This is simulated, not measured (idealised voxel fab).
This section sets out a process module, namely voxel local oxidation.
The figure presents cross-section cut, which has a width of 265 nm and is divided into square cells with an edge length of 5 nm.
A cross-section is a grid of square cells, given in bands from the top down. A band is one or more rows of cells.
Look at the band entry: it leads with the top's height and the bottom's height in nm. Then it lists the materials left to right, with a width in nm for each. The word "edge to edge" on a single material says that material fills the band edge to edge. The word "empty" is empty space.
Zero point of the height axis is 0; under it, received wafer = one material. Lowest band: continues down indefinitely, "0 and below".
It should be noted that a width expressed as "30->40" varies in equal increments from row to row of cells within the band, taking the value of the first number at the top row and that of the second number at the bottom row.
Reading "remained unchanged" for a step: not a cell of the cross-section changed in it.
For the entry "Closed-off voids", the listed items are empty spaces with no open way to the top whose size is 8 cells or more; each item follows the pattern width x height at distance, where distance is from the left edge and all three are in nm.
after a step's settings: what the simulator itself notes on the step
"overlay nm" denotes, for a step that has a mask, the displacement of the mask to the right of its planned place, with negative values corresponding to the left.

-- Steps in the process plan
1. RECEIVE [material Si]
2. CONFORMAL_DEP [material SiO2] [thk nm 5]
3. CONFORMAL_DEP [material SiN] [thk nm 15]
4. MASKED_ETCH [tone cover] [mask id ACTIVE] [width nm 95] [pitch nm 120] [etch materials SiN] [depth nm 15] [overlay nm 0]
5. SELECTIVE_ETCH [etch materials SiO2] [depth nm 5]
6. OXIDIZE [depth nm 10]
7. STRIP [etch materials SiN]
It is noted that the wafers described herein are identical at the outset and are distinguished by the thk nm of step 2; the value stated in the plan corresponds to the first wafer.

-- First of several wafers (as received, post step 1), cross-sectional view
- 0 and below | Si edge to edge
- Closed-off voids: none

-- Depicted here is the first of several wafers in cross-section, at module completion following the last step, step 7
- 5 down to 0 | empty 30; SiO2 85; empty 35; SiO2 85; empty 30
- 0 down to -10 | SiO2 40; Si 65; SiO2 55; Si 65; SiO2 40
- -10 and below | Si edge to edge
- Closed-off voids: none

-- Final wafer cross-section at module end
- 20 down to 15 | empty 30; SiO2 85; empty 35; SiO2 85; empty 30
- 15 down to 0 | SiO2 edge to edge
- 0 and below | Si edge to edge
- Closed-off voids: none

-- Per wafer, end of module: cells gained (+) or lost (-) per material since receipt, then closed voids
thk nm 5 | -54 Si | +88 SiO2 | Closed-off voids: none
thk nm 10 | +87 SiO2 | Closed-off voids: none
thk nm 15 | +140 SiO2 | Closed-off voids: none
thk nm 20 | +193 SiO2 | Closed-off voids: none
